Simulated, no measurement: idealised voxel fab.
Presented below is a process module, voxel ribs on slabs.
Square cell edge 5 nm, section width 170 nm, ID cut.
Reading order for cross-sections: top band down to bottom band. Underlying form: a grid of square cells. Band size: one or more rows of cells.
The band entry comprises the height of the band's top followed by the height of its bottom, expressed in nm, and subsequently the band's materials from left to right, each stated together with its width in nm. Where a single material is marked with the word "all across", that material fills the band from edge to edge. The word "air" represents empty space.
All heights in this document are referenced to 0, defined as the level beneath which the wafer, as received, consists entirely of one material. The lowest band is not bounded below; it extends indefinitely downward and is written in the form "z 0 and below".
When a width is written as two numbers, as in "30..40", the first number is the width in the top row of cells of the band and the second is the width in its bottom row, and the width changes by the same amount from each row to the next.
Step marked "remained unchanged"? Then no cell in the cross-section changed in it.
You'll see "Completely sealed voids" listing empty spaces that have no way open to the top, as long as they're 8 cells or more; the notation is width x height at distance, where the distance is from the left edge, and all of it is in nm.
Step line, after settings: the simulator's comment on this step.
overlay nm: on a step with a mask, how far right of its planned place the mask lay; negative means left.
Each of the pairs that make up the rest of this document says: here is the cross-section before one process step, here is the cross-section after it, drawn only down to the lowest band that changed, and here, under the pair, is the step lying between them with its settings. Different pairs may come from different runs of this module on the same starting wafer, so a pair continues from the pair above it only where its entry headed "Snapshot before" says so.

[Snapshot before]
  z 0 and below | Si all across
  Completely sealed voids: none

[Resultant Cross-Section]
  z 30 to 0 | SiO2 all across
  Below a height of 0, the structure has not been altered.
  Completely sealed voids: none
For reference, the processing step occurring between the two cross-sections presented above is as follows: DIRECTIONAL_DEP: material SiO2, thk nm 30

Snapshot before: see preceding pair, after cross-section.

[Resultant Cross-Section]
  z 45 to 30 | SiN all across
  Below a height of 30, the structure has not been altered.
  Completely sealed voids: none
For reference, the processing step occurring between the two cross-sections presented above is as follows: DIRECTIONAL_DEP: material SiN, thk nm 15

Snapshot before: see preceding pair, after cross-section.

[Resultant Cross-Section]
  z 65 to 45 | 70 air / 30 resist / 70 air
  Below a height of 45, the structure has not been altered.
  Completely sealed voids: none
For reference, the processing step occurring between the two cross-sections presented above is as follows: PATTERN: tone cover, mask id RIB, material resist, width nm 30, thk nm 20, overlay nm 0

Snapshot before: see preceding pair, after cross-section.

[Resultant Cross-Section]
  z 65 to 45 | 70 air / 30 resist / 70 air
  z 45 to 35 | 70 air / 30 SiN / 70 air
  Below a height of 35, the structure has not been altered.
  Completely sealed voids: none
For reference, the processing step occurring between the two cross-sections presented above is as follows: DIRECTIONAL_ETCH: etch materials SiN, depth nm 10

Snapshot before: see preceding pair, after cross-section.

[Resultant Cross-Section]
  z 45 to 35 | 70 air / 30 SiN / 70 air
  Below a height of 35, the structure has not been altered.
  Completely sealed voids: none
For reference, the processing step occurring between the two cross-sections presented above is as follows: STRIP: etch materials resist

Snapshot before: see preceding pair, after cross-section.

[Resultant Cross-Section]
  z 55 to 45 | 70 air / 30 aC / 70 air
  z 45 to 35 | 70 aC / 30 SiN / 70 aC
  Below a height of 35, the structure has not been altered.
  Completely sealed voids: none
For reference, the processing step occurring between the two cross-sections presented above is as follows: DIRECTIONAL_DEP: material aC, thk nm 10

Snapshot before: see preceding pair, after cross-section.

[Resultant Cross-Section]
  z 80 to 55 | 55 air / 60 resist / 55 air
  z 55 to 45 | 55 air / 15 resist / 30 aC / 15 resist / 55 air
  Below a height of 45, the structure has not been altered.
  Completely sealed voids: none
For reference, the processing step occurring between the two cross-sections presented above is as follows: PATTERN: tone cover, mask id SLAB, material resist, width nm 60, thk nm 25, overlay nm 0

Snapshot before: see preceding pair, after cross-section.

[Resultant Cross-Section]
  z 70 to 55 | 55 air / 60 resist / 55 air
  z 55 to 45 | 55 air / 15 resist / 30 aC / 15 resist / 55 air
  z 45 to 35 | 55 air / 15 aC / 30 SiN / 15 aC / 55 air
  Below a height of 35, the structure has not been altered.
  Completely sealed voids: none
For reference, the processing step occurring between the two cross-sections presented above is as follows: DIRECTIONAL_ETCH: etch materials aC, depth nm 10

Snapshot before: see preceding pair, after cross-section.

[Resultant Cross-Section]
  z 55 to 45 | 70 air / 30 aC / 70 air
  Below a height of 45, the structure has not been altered.
  Completely sealed voids: none
For reference, the processing step occurring between the two cross-sections presented above is as follows: STRIP: etch materials resist

Snapshot before: see preceding pair, after cross-section.

[Resultant Cross-Section]
  z 55 to 45 | 70 air / 30 aC / 70 air
  z 45 to 35 | 55 air / 15 aC / 30 SiN / 15 aC / 55 air
  z 35 to 30 | 55 air / 60 SiN / 55 air
  Below a height of 30, the structure has not been altered.
  Completely sealed voids: none
For reference, the processing step occurring between the two cross-sections presented above is as follows: DIRECTIONAL_ETCH: etch materials SiN, depth nm 5

Snapshot before: see preceding pair, after cross-section.

[Resultant Cross-Section]
  z 45 to 35 | 70 air / 30 SiN / 70 air
  Below a height of 35, the structure has not been altered.
  Completely sealed voids: none
For reference, the processing step occurring between the two cross-sections presented above is as follows: STRIP: etch materials aC

Snapshot before: see preceding pair, after cross-section.

[Resultant Cross-Section]
  z 75 to 45 | SiO2 all across
  z 45 to 35 | 70 SiO2 / 30 SiN / 70 SiO2
  z 35 to 30 | 55 SiO2 / 60 SiN / 55 SiO2
  Below a height of 30, the structure has not been altered.
  Completely sealed voids: none
For reference, the processing step occurring between the two cross-sections presented above is as follows: FILL_DEP: material SiO2, thk nm 30

Snapshot before: see preceding pair, after cross-section.

[Resultant Cross-Section]
  z 65 to 45 | SiO2 all across
  Below a height of 45, the structure has not been altered.
  Completely sealed voids: none
For reference, the processing step occurring between the two cross-sections presented above is as follows: CMP: height nm 65

Snapshot before: see preceding pair, after cross-section.

[Resultant Cross-Section]
  z 70 to 65 | W all across
  Below a height of 65, the structure has not been altered.
  Completely sealed voids: none
For reference, the processing step occurring between the two cross-sections presented above is as follows: DIRECTIONAL_DEP: material W, thk nm 5

Snapshot before: see preceding pair, after cross-section.

[Resultant Cross-Section]
  z 90 to 70 | 65 air / 40 resist / 65 air
  Below a height of 70, the structure has not been altered.
  Completely sealed voids: none
For reference, the processing step occurring between the two cross-sections presented above is as follows: PATTERN: tone cover, mask id HEATER, material resist, width nm 40, thk nm 20, overlay nm 0

Snapshot before: see preceding pair, after cross-section.

[Resultant Cross-Section]
  z 90 to 70 | 65 air / 40 resist / 65 air
  z 70 to 65 | 65 air / 40 W / 65 air
  Below a height of 65, the structure has not been altered.
  Completely sealed voids: none
For reference, the processing step occurring between the two cross-sections presented above is as follows: DIRECTIONAL_ETCH: etch materials W, depth nm 5

Snapshot before: see preceding pair, after cross-section.

[Resultant Cross-Section]
  z 70 to 65 | 65 air / 40 W / 65 air
  Below a height of 65, the structure has not been altered.
  Completely sealed voids: none
For reference, the processing step occurring between the two cross-sections presented above is as follows: STRIP: etch materials resist

Snapshot before: see preceding pair, after cross-section.

[Resultant Cross-Section]
  z 80 to 75 | 55 air / 60 SiN / 55 air
  z 75 to 70 | SiN all across
  z 70 to 65 | 65 SiN / 40 W / 65 SiN
  Below a height of 65, the structure has not been altered.
  Completely sealed voids: none
For reference, the processing step occurring between the two cross-sections presented above is as follows: CONFORMAL_DEP: material SiN, thk nm 10

[Snapshot before]
  z 30 to 0 | SiO2 all across
  z 0 and below | Si all across
  Completely sealed voids: none

[Resultant Cross-Section]
  z 60 to 0 | SiO2 all across
  Below a height of 0, the structure has not been altered.
  Completely sealed voids: none
For reference, the processing step occurring between the two cross-sections presented above is as follows: DIRECTIONAL_DEP: material SiO2, thk nm 30

Snapshot before: see preceding pair, after cross-section.

[Resultant Cross-Section]
  z 75 to 60 | SiN all across
  Below a height of 60, the structure has not been altered.
  Completely sealed voids: none
For reference, the processing step occurring between the two cross-sections presented above is as follows: DIRECTIONAL_DEP: material SiN, thk nm 15

Snapshot before: see preceding pair, after cross-section.

[Resultant Cross-Section]
  z 95 to 75 | 70 air / 30 resist / 70 air
  Below a height of 75, the structure has not been altered.
  Completely sealed voids: none
For reference, the processing step occurring between the two cross-sections presented above is as follows: PATTERN: tone cover, mask id RIB, material resist, width nm 30, thk nm 20, overlay nm 0

Snapshot before: see preceding pair, after cross-section.

[Resultant Cross-Section]
  z 95 to 75 | 70 air / 30 resist / 70 air
  z 75 to 65 | 70 air / 30 SiN / 70 air
  Below a height of 65, the structure has not been altered.
  Completely sealed voids: none
For reference, the processing step occurring between the two cross-sections presented above is as follows: DIRECTIONAL_ETCH: etch materials SiN, depth nm 10

Snapshot before: see preceding pair, after cross-section.

[Resultant Cross-Section]
  z 75 to 65 | 70 air / 30 SiN / 70 air
  Below a height of 65, the structure has not been altered.
  Completely sealed voids: none
For reference, the processing step occurring between the two cross-sections presented above is as follows: STRIP: etch materials resist

Snapshot before: see preceding pair, after cross-section.

[Resultant Cross-Section]
  z 85 to 75 | 70 air / 30 aC / 70 air
  z 75 to 65 | 70 aC / 30 SiN / 70 aC
  Below a height of 65, the structure has not been altered.
  Completely sealed voids: none
For reference, the processing step occurring between the two cross-sections presented above is as follows: DIRECTIONAL_DEP: material aC, thk nm 10

Snapshot before: see preceding pair, after cross-section.

[Resultant Cross-Section]
  z 110 to 85 | 55 air / 60 resist / 55 air
  z 85 to 75 | 55 air / 15 resist / 30 aC / 15 resist / 55 air
  Below a height of 75, the structure has not been altered.
  Completely sealed voids: none
For reference, the processing step occurring between the two cross-sections presented above is as follows: PATTERN: tone cover, mask id SLAB, material resist, width nm 60, thk nm 25, overlay nm 0

Snapshot before: see preceding pair, after cross-section.

[Resultant Cross-Section]
  z 100 to 85 | 55 air / 60 resist / 55 air
  z 85 to 75 | 55 air / 15 resist / 30 aC / 15 resist / 55 air
  z 75 to 65 | 55 air / 15 aC / 30 SiN / 15 aC / 55 air
  Below a height of 65, the structure has not been altered.
  Completely sealed voids: none
For reference, the processing step occurring between the two cross-sections presented above is as follows: DIRECTIONAL_ETCH: etch materials aC, depth nm 10

Snapshot before: see preceding pair, after cross-section.

[Resultant Cross-Section]
  z 85 to 75 | 70 air / 30 aC / 70 air
  Below a height of 75, the structure has not been altered.
  Completely sealed voids: none
For reference, the processing step occurring between the two cross-sections presented above is as follows: STRIP: etch materials resist

Snapshot before: see preceding pair, after cross-section.

[Resultant Cross-Section]
  z 85 to 75 | 70 air / 30 aC / 70 air
  z 75 to 65 | 55 air / 15 aC / 30 SiN / 15 aC / 55 air
  z 65 to 60 | 55 air / 60 SiN / 55 air
  Below a height of 60, the structure has not been altered.
  Completely sealed voids: none
For reference, the processing step occurring between the two cross-sections presented above is as follows: DIRECTIONAL_ETCH: etch materials SiN, depth nm 5

Snapshot before: see preceding pair, after cross-section.

[Resultant Cross-Section]
  z 75 to 65 | 70 air / 30 SiN / 70 air
  Below a height of 65, the structure has not been altered.
  Completely sealed voids: none
For reference, the processing step occurring between the two cross-sections presented above is as follows: STRIP: etch materials aC

Snapshot before: see preceding pair, after cross-section.

[Resultant Cross-Section]
  z 105 to 75 | SiO2 all across
  z 75 to 65 | 70 SiO2 / 30 SiN / 70 SiO2
  z 65 to 60 | 55 SiO2 / 60 SiN / 55 SiO2
  Below a height of 60, the structure has not been altered.
  Completely sealed voids: none
For reference, the processing step occurring between the two cross-sections presented above is as follows: FILL_DEP: material SiO2, thk nm 30

Snapshot before: see preceding pair, after cross-section.

[Resultant Cross-Section]
  z 65 to 60 | 55 SiO2 / 60 SiN / 55 SiO2
  Below a height of 60, the structure has not been altered.
  Completely sealed voids: none
For reference, the processing step occurring between the two cross-sections presented above is as follows: CMP: height nm 65

Snapshot before: see preceding pair, after cross-section.

[Resultant Cross-Section]
  z 70 to 65 | W all across
  Below a height of 65, the structure has not been altered.
  Completely sealed voids: none
For reference, the processing step occurring between the two cross-sections presented above is as follows: DIRECTIONAL_DEP: material W, thk nm 5

Snapshot before: see preceding pair, after cross-section.

[Resultant Cross-Section]
  z 90 to 70 | 65 air / 40 resist / 65 air
  Below a height of 70, the structure has not been altered.
  Completely sealed voids: none
For reference, the processing step occurring between the two cross-sections presented above is as follows: PATTERN: tone cover, mask id HEATER, material resist, width nm 40, thk nm 20, overlay nm 0

Snapshot before: see preceding pair, after cross-section.

[Resultant Cross-Section]
  z 90 to 70 | 65 air / 40 resist / 65 air
  z 70 to 65 | 65 air / 40 W / 65 air
  Below a height of 65, the structure has not been altered.
  Completely sealed voids: none
For reference, the processing step occurring between the two cross-sections presented above is as follows: DIRECTIONAL_ETCH: etch materials W, depth nm 5

Snapshot before: see preceding pair, after cross-section.

[Resultant Cross-Section]
  z 70 to 65 | 65 air / 40 W / 65 air
  Below a height of 65, the structure has not been altered.
  Completely sealed voids: none
For reference, the processing step occurring between the two cross-sections presented above is as follows: STRIP: etch materials resist

Snapshot before: see preceding pair, after cross-section.

[Resultant Cross-Section]
  z 80 to 75 | 55 air / 60 SiN / 55 air
  z 75 to 70 | SiN all across
  z 70 to 65 | 65 SiN / 40 W / 65 SiN
  Below a height of 65, the structure has not been altered.
  Completely sealed voids: none
For reference, the processing step occurring between the two cross-sections presented above is as follows: CONFORMAL_DEP: material SiN, thk nm 10

[Snapshot before]
  z 0 and below | Si all across
  Completely sealed voids: none

[Resultant Cross-Section]
  z 15 to 0 | SiN all across
  Below a height of 0, the structure has not been altered.
  Completely sealed voids: none
For reference, the processing step occurring between the two cross-sections presented above is as follows: DIRECTIONAL_DEP: material SiN, thk nm 15

Snapshot before: see preceding pair, after cross-section.

[Resultant Cross-Section]
  z 45 to 15 | SiO2 all across
  Below a height of 15, the structure has not been altered.
  Completely sealed voids: none
For reference, the processing step occurring between the two cross-sections presented above is as follows: DIRECTIONAL_DEP: material SiO2, thk nm 30

Snapshot before: see preceding pair, after cross-section.

[Resultant Cross-Section]
  z 65 to 45 | 70 air / 30 resist / 70 air
  Below a height of 45, the structure has not been altered.
  Completely sealed voids: none
For reference, the processing step occurring between the two cross-sections presented above is as follows: PATTERN: tone cover, mask id RIB, material resist, width nm 30, thk nm 20, overlay nm 0

Snapshot before: see preceding pair, after cross-section.

[Resultant Cross-Section]
  z 45 to 15 | SiO2 all across
  Below a height of 15, the structure has not been altered.
  Completely sealed voids: none
For reference, the processing step occurring between the two cross-sections presented above is as follows: STRIP: etch materials resist

Snapshot before: see preceding pair, after cross-section.

[Resultant Cross-Section]
  z 55 to 45 | aC all across
  Below a height of 45, the structure has not been altered.
  Completely sealed voids: none
For reference, the processing step occurring between the two cross-sections presented above is as follows: DIRECTIONAL_DEP: material aC, thk nm 10

Snapshot before: see preceding pair, after cross-section.

[Resultant Cross-Section]
  z 80 to 55 | 55 air / 60 resist / 55 air
  Below a height of 55, the structure has not been altered.
  Completely sealed voids: none
For reference, the processing step occurring between the two cross-sections presented above is as follows: PATTERN: tone cover, mask id SLAB, material resist, width nm 60, thk nm 25, overlay nm 0

Snapshot before: see preceding pair, after cross-section.

[Resultant Cross-Section]
  z 70 to 55 | 55 air / 60 resist / 55 air
  z 55 to 45 | 55 air / 60 aC / 55 air
  Below a height of 45, the structure has not been altered.
  Completely sealed voids: none
For reference, the processing step occurring between the two cross-sections presented above is as follows: DIRECTIONAL_ETCH: etch materials aC, depth nm 10

Snapshot before: see preceding pair, after cross-section.

[Resultant Cross-Section]
  z 55 to 45 | 55 air / 60 aC / 55 air
  Below a height of 45, the structure has not been altered.
  Completely sealed voids: none
For reference, the processing step occurring between the two cross-sections presented above is as follows: STRIP: etch materials resist

Snapshot before: see preceding pair, after cross-section.

[Resultant Cross-Section]
  z 45 to 15 | SiO2 all across
  Below a height of 15, the structure has not been altered.
  Completely sealed voids: none
For reference, the processing step occurring between the two cross-sections presented above is as follows: STRIP: etch materials aC

Snapshot before: see preceding pair, after cross-section.

[Resultant Cross-Section]
  z 75 to 15 | SiO2 all across
  Below a height of 15, the structure has not been altered.
  Completely sealed voids: none
For reference, the processing step occurring between the two cross-sections presented above is as follows: FILL_DEP: material SiO2, thk nm 30

Snapshot before: see preceding pair, after cross-section.

[Resultant Cross-Section]
  z 65 to 15 | SiO2 all across
  Below a height of 15, the structure has not been altered.
  Completely sealed voids: none
For reference, the processing step occurring between the two cross-sections presented above is as follows: CMP: height nm 65

Snapshot before: see preceding pair, after cross-section.

[Resultant Cross-Section]
  z 70 to 65 | W all across
  Below a height of 65, the structure has not been altered.
  Completely sealed voids: none
For reference, the processing step occurring between the two cross-sections presented above is as follows: DIRECTIONAL_DEP: material W, thk nm 5

Snapshot before: see preceding pair, after cross-section.

[Resultant Cross-Section]
  z 90 to 70 | 65 air / 40 resist / 65 air
  Below a height of 70, the structure has not been altered.
  Completely sealed voids: none
For reference, the processing step occurring between the two cross-sections presented above is as follows: PATTERN: tone cover, mask id HEATER, material resist, width nm 40, thk nm 20, overlay nm 0

Snapshot before: see preceding pair, after cross-section.

[Resultant Cross-Section]
  z 90 to 70 | 65 air / 40 resist / 65 air
  z 70 to 65 | 65 air / 40 W / 65 air
  Below a height of 65, the structure has not been altered.
  Completely sealed voids: none
For reference, the processing step occurring between the two cross-sections presented above is as follows: DIRECTIONAL_ETCH: etch materials W, depth nm 5

Snapshot before: see preceding pair, after cross-section.

[Resultant Cross-Section]
  z 70 to 65 | 65 air / 40 W / 65 air
  Below a height of 65, the structure has not been altered.
  Completely sealed voids: none
For reference, the processing step occurring between the two cross-sections presented above is as follows: STRIP: etch materials resist

Snapshot before: see preceding pair, after cross-section.

[Resultant Cross-Section]
  z 80 to 75 | 55 air / 60 SiN / 55 air
  z 75 to 70 | SiN all across
  z 70 to 65 | 65 SiN / 40 W / 65 SiN
  Below a height of 65, the structure has not been altered.
  Completely sealed voids: none
For reference, the processing step occurring between the two cross-sections presented above is as follows: CONFORMAL_DEP: material SiN, thk nm 10

[Snapshot before]
  z 30 to 0 | SiO2 all across
  z 0 and below | Si all across
  Completely sealed voids: none

[Resultant Cross-Section]
  z 50 to 30 | SiN all across
  Below a height of 30, the structure has not been altered.
  Completely sealed voids: none
For reference, the processing step occurring between the two cross-sections presented above is as follows: DIRECTIONAL_DEP: material SiN, thk nm 20

Snapshot before: see preceding pair, after cross-section.

[Resultant Cross-Section]
  z 70 to 50 | 70 air / 30 resist / 70 air
  Below a height of 50, the structure has not been altered.
  Completely sealed voids: none
For reference, the processing step occurring between the two cross-sections presented above is as follows: PATTERN: tone cover, mask id RIB, material resist, width nm 30, thk nm 20, overlay nm 0

Snapshot before: see preceding pair, after cross-section.

[Resultant Cross-Section]
  z 70 to 50 | 70 air / 30 resist / 70 air
  z 50 to 40 | 70 air / 30 SiN / 70 air
  Below a height of 40, the structure has not been altered.
  Completely sealed voids: none
For reference, the processing step occurring between the two cross-sections presented above is as follows: DIRECTIONAL_ETCH: etch materials SiN, depth nm 10

Snapshot before: see preceding pair, after cross-section.

[Resultant Cross-Section]
  z 50 to 40 | 70 air / 30 SiN / 70 air
  Below a height of 40, the structure has not been altered.
  Completely sealed voids: none
For reference, the processing step occurring between the two cross-sections presented above is as follows: STRIP: etch materials resist

Snapshot before: see preceding pair, after cross-section.

[Resultant Cross-Section]
  z 60 to 50 | 70 air / 30 aC / 70 air
  z 50 to 40 | 70 aC / 30 SiN / 70 aC
  Below a height of 40, the structure has not been altered.
  Completely sealed voids: none
For reference, the processing step occurring between the two cross-sections presented above is as follows: DIRECTIONAL_DEP: material aC, thk nm 10

Snapshot before: see preceding pair, after cross-section.

[Resultant Cross-Section]
  z 85 to 60 | 55 air / 60 resist / 55 air
  z 60 to 50 | 55 air / 15 resist / 30 aC / 15 resist / 55 air
  Below a height of 50, the structure has not been altered.
  Completely sealed voids: none
For reference, the processing step occurring between the two cross-sections presented above is as follows: PATTERN: tone cover, mask id SLAB, material resist, width nm 60, thk nm 25, overlay nm 0

Snapshot before: see preceding pair, after cross-section.

[Resultant Cross-Section]
  z 75 to 60 | 55 air / 60 resist / 55 air
  z 60 to 50 | 55 air / 15 resist / 30 aC / 15 resist / 55 air
  z 50 to 40 | 55 air / 15 aC / 30 SiN / 15 aC / 55 air
  Below a height of 40, the structure has not been altered.
  Completely sealed voids: none
For reference, the processing step occurring between the two cross-sections presented above is as follows: DIRECTIONAL_ETCH: etch materials aC, depth nm 10

Snapshot before: see preceding pair, after cross-section.

[Resultant Cross-Section]
  z 60 to 50 | 70 air / 30 aC / 70 air
  Below a height of 50, the structure has not been altered.
  Completely sealed voids: none
For reference, the processing step occurring between the two cross-sections presented above is as follows: STRIP: etch materials resist

Snapshot before: see preceding pair, after cross-section.

[Resultant Cross-Section]
  z 60 to 50 | 70 air / 30 aC / 70 air
  z 50 to 40 | 55 air / 15 aC / 30 SiN / 15 aC / 55 air
  z 40 to 35 | 55 air / 60 SiN / 55 air
  Below a height of 35, the structure has not been altered.
  Completely sealed voids: none
For reference, the processing step occurring between the two cross-sections presented above is as follows: DIRECTIONAL_ETCH: etch materials SiN, depth nm 5

Snapshot before: see preceding pair, after cross-section.

[Resultant Cross-Section]
  z 50 to 40 | 70 air / 30 SiN / 70 air
  Below a height of 40, the structure has not been altered.
  Completely sealed voids: none
For reference, the processing step occurring between the two cross-sections presented above is as follows: STRIP: etch materials aC

Snapshot before: see preceding pair, after cross-section.

[Resultant Cross-Section]
  z 80 to 50 | SiO2 all across
  z 50 to 40 | 70 SiO2 / 30 SiN / 70 SiO2
  z 40 to 35 | 55 SiO2 / 60 SiN / 55 SiO2
  Below a height of 35, the structure has not been altered.
  Completely sealed voids: none
For reference, the processing step occurring between the two cross-sections presented above is as follows: FILL_DEP: material SiO2, thk nm 30

Snapshot before: see preceding pair, after cross-section.

[Resultant Cross-Section]
  z 65 to 50 | SiO2 all across
  Below a height of 50, the structure has not been altered.
  Completely sealed voids: none
For reference, the processing step occurring between the two cross-sections presented above is as follows: CMP: height nm 65

Snapshot before: see preceding pair, after cross-section.

[Resultant Cross-Section]
  z 70 to 65 | W all across
  Below a height of 65, the structure has not been altered.
  Completely sealed voids: none
For reference, the processing step occurring between the two cross-sections presented above is as follows: DIRECTIONAL_DEP: material W, thk nm 5

Snapshot before: see preceding pair, after cross-section.

[Resultant Cross-Section]
  z 90 to 70 | 65 air / 40 resist / 65 air
  Below a height of 70, the structure has not been altered.
  Completely sealed voids: none
For reference, the processing step occurring between the two cross-sections presented above is as follows: PATTERN: tone cover, mask id HEATER, material resist, width nm 40, thk nm 20, overlay nm 0

Snapshot before: see preceding pair, after cross-section.

[Resultant Cross-Section]
  z 90 to 70 | 65 air / 40 resist / 65 air
  z 70 to 65 | 65 air / 40 W / 65 air
  Below a height of 65, the structure has not been altered.
  Completely sealed voids: none
For reference, the processing step occurring between the two cross-sections presented above is as follows: DIRECTIONAL_ETCH: etch materials W, depth nm 5

Snapshot before: see preceding pair, after cross-section.

[Resultant Cross-Section]
  z 70 to 65 | 65 air / 40 W / 65 air
  Below a height of 65, the structure has not been altered.
  Completely sealed voids: none
For reference, the processing step occurring between the two cross-sections presented above is as follows: STRIP: etch materials resist

Snapshot before: see preceding pair, after cross-section.

[Resultant Cross-Section]
  z 80 to 75 | 55 air / 60 SiN / 55 air
  z 75 to 70 | SiN all across
  z 70 to 65 | 65 SiN / 40 W / 65 SiN
  Below a height of 65, the structure has not been altered.
  Completely sealed voids: none
For reference, the processing step occurring between the two cross-sections presented above is as follows: CONFORMAL_DEP: material SiN, thk nm 10

[Snapshot before]
  z 70 to 65 | W all across
  z 65 to 45 | SiO2 all across
  z 45 to 35 | 70 SiO2 / 30 SiN / 70 SiO2
  z 35 to 30 | 55 SiO2 / 60 SiN / 55 SiO2
  z 30 to 0 | SiO2 all across
  z 0 and below | Si all across
  Completely sealed voids: none

[Resultant Cross-Section]
  z 90 to 70 | 60 air / 50 resist / 60 air
  Below a height of 70, the structure has not been altered.
  Completely sealed voids: none
For reference, the processing step occurring between the two cross-sections presented above is as follows: PATTERN: tone cover, mask id HEATER, material resist, width nm 50, thk nm 20, overlay nm 0

Snapshot before: see preceding pair, after cross-section.

[Resultant Cross-Section]
  z 90 to 70 | 60 air / 50 resist / 60 air
  z 70 to 65 | 60 air / 50 W / 60 air
  Below a height of 65, the structure has not been altered.
  Completely sealed voids: none
For reference, the processing step occurring between the two cross-sections presented above is as follows: DIRECTIONAL_ETCH: etch materials W, depth nm 5

Snapshot before: see preceding pair, after cross-section.

[Resultant Cross-Section]
  z 70 to 65 | 60 air / 50 W / 60 air
  Below a height of 65, the structure has not been altered.
  Completely sealed voids: none
For reference, the processing step occurring between the two cross-sections presented above is as follows: STRIP: etch materials resist

Snapshot before: see preceding pair, after cross-section.

[Resultant Cross-Section]
  z 80 to 75 | 50 air / 70 SiN / 50 air
  z 75 to 70 | SiN all across
  z 70 to 65 | 60 SiN / 50 W / 60 SiN
  Below a height of 65, the structure has not been altered.
  Completely sealed voids: none
For reference, the processing step occurring between the two cross-sections presented above is as follows: CONFORMAL_DEP: material SiN, thk nm 10

[Snapshot before]
  z 55 to 45 | 70 air / 30 aC / 70 air
  z 45 to 35 | 70 aC / 30 SiN / 70 aC
  z 35 to 30 | SiN all across
  z 30 to 0 | SiO2 all across
  z 0 and below | Si all across
  Completely sealed voids: none

[Resultant Cross-Section]
  z 80 to 55 | 60 air / 60 resist / 50 air
  z 55 to 45 | 60 air / 10 resist / 30 aC / 20 resist / 50 air
  Below a height of 45, the structure has not been altered.
  Completely sealed voids: none
For reference, the processing step occurring between the two cross-sections presented above is as follows: PATTERN: tone cover, mask id SLAB, material resist, width nm 60, thk nm 25, overlay nm 5

Snapshot before: see preceding pair, after cross-section.

[Resultant Cross-Section]
  z 70 to 55 | 60 air / 60 resist / 50 air
  z 55 to 45 | 60 air / 10 resist / 30 aC / 20 resist / 50 air
  z 45 to 35 | 60 air / 10 aC / 30 SiN / 20 aC / 50 air
  Below a height of 35, the structure has not been altered.
  Completely sealed voids: none
For reference, the processing step occurring between the two cross-sections presented above is as follows: DIRECTIONAL_ETCH: etch materials aC, depth nm 10

Snapshot before: see preceding pair, after cross-section.

[Resultant Cross-Section]
  z 55 to 45 | 70 air / 30 aC / 70 air
  Below a height of 45, the structure has not been altered.
  Completely sealed voids: none
For reference, the processing step occurring between the two cross-sections presented above is as follows: STRIP: etch materials resist

Snapshot before: see preceding pair, after cross-section.

[Resultant Cross-Section]
  z 55 to 45 | 70 air / 30 aC / 70 air
  z 45 to 35 | 60 air / 10 aC / 30 SiN / 20 aC / 50 air
  z 35 to 30 | 60 air / 60 SiN / 50 air
  Below a height of 30, the structure has not been altered.
  Completely sealed voids: none
For reference, the processing step occurring between the two cross-sections presented above is as follows: DIRECTIONAL_ETCH: etch materials SiN, depth nm 5

Snapshot before: see preceding pair, after cross-section.

[Resultant Cross-Section]
  z 45 to 35 | 70 air / 30 SiN / 70 air
  Below a height of 35, the structure has not been altered.
  Completely sealed voids: none
For reference, the processing step occurring between the two cross-sections presented above is as follows: STRIP: etch materials aC

Snapshot before: see preceding pair, after cross-section.

[Resultant Cross-Section]
  z 75 to 45 | SiO2 all across
  z 45 to 35 | 70 SiO2 / 30 SiN / 70 SiO2
  z 35 to 30 | 60 SiO2 / 60 SiN / 50 SiO2
  Below a height of 30, the structure has not been altered.
  Completely sealed voids: none
For reference, the processing step occurring between the two cross-sections presented above is as follows: FILL_DEP: material SiO2, thk nm 30

Snapshot before: see preceding pair, after cross-section.

[Resultant Cross-Section]
  z 65 to 45 | SiO2 all across
  Below a height of 45, the structure has not been altered.
  Completely sealed voids: none
For reference, the processing step occurring between the two cross-sections presented above is as follows: CMP: height nm 65

Snapshot before: see preceding pair, after cross-section.

[Resultant Cross-Section]
  z 70 to 65 | W all across
  Below a height of 65, the structure has not been altered.
  Completely sealed voids: none
For reference, the processing step occurring between the two cross-sections presented above is as follows: DIRECTIONAL_DEP: material W, thk nm 5

Snapshot before: see preceding pair, after cross-section.

[Resultant Cross-Section]
  z 90 to 70 | 65 air / 40 resist / 65 air
  Below a height of 70, the structure has not been altered.
  Completely sealed voids: none
For reference, the processing step occurring between the two cross-sections presented above is as follows: PATTERN: tone cover, mask id HEATER, material resist, width nm 40, thk nm 20, overlay nm 0

Snapshot before: see preceding pair, after cross-section.

[Resultant Cross-Section]
  z 90 to 70 | 65 air / 40 resist / 65 air
  z 70 to 65 | 65 air / 40 W / 65 air
  Below a height of 65, the structure has not been altered.
  Completely sealed voids: none
For reference, the processing step occurring between the two cross-sections presented above is as follows: DIRECTIONAL_ETCH: etch materials W, depth nm 5

Snapshot before: see preceding pair, after cross-section.

[Resultant Cross-Section]
  z 70 to 65 | 65 air / 40 W / 65 air
  Below a height of 65, the structure has not been altered.
  Completely sealed voids: none
For reference, the processing step occurring between the two cross-sections presented above is as follows: STRIP: etch materials resist

Snapshot before: see preceding pair, after cross-section.

[Resultant Cross-Section]
  z 80 to 75 | 55 air / 60 SiN / 55 air
  z 75 to 70 | SiN all across
  z 70 to 65 | 65 SiN / 40 W / 65 SiN
  Below a height of 65, the structure has not been altered.
  Completely sealed voids: none
For reference, the processing step occurring between the two cross-sections presented above is as follows: CONFORMAL_DEP: material SiN, thk nm 10

[Snapshot before]
  z 0 and below | Si all across
  Completely sealed voids: none

[Resultant Cross-Section]
  z 30 to 0 | SiN all across
  Below a height of 0, the structure has not been altered.
  Completely sealed voids: none
For reference, the processing step occurring between the two cross-sections presented above is as follows: DIRECTIONAL_DEP: material SiN, thk nm 30

Snapshot before: see preceding pair, after cross-section.

[Resultant Cross-Section]
  z 45 to 0 | SiN all across
  Below a height of 0, the structure has not been altered.
  Completely sealed voids: none
For reference, the processing step occurring between the two cross-sections presented above is as follows: DIRECTIONAL_DEP: material SiN, thk nm 15

Snapshot before: see preceding pair, after cross-section.

[Resultant Cross-Section]
  z 65 to 45 | 70 air / 30 resist / 70 air
  Below a height of 45, the structure has not been altered.
  Completely sealed voids: none
For reference, the processing step occurring between the two cross-sections presented above is as follows: PATTERN: tone cover, mask id RIB, material resist, width nm 30, thk nm 20, overlay nm 0

Snapshot before: see preceding pair, after cross-section.

[Resultant Cross-Section]
  z 65 to 45 | 70 air / 30 resist / 70 air
  z 45 to 35 | 70 air / 30 SiN / 70 air
  Below a height of 35, the structure has not been altered.
  Completely sealed voids: none
For reference, the processing step occurring between the two cross-sections presented above is as follows: DIRECTIONAL_ETCH: etch materials SiN, depth nm 10
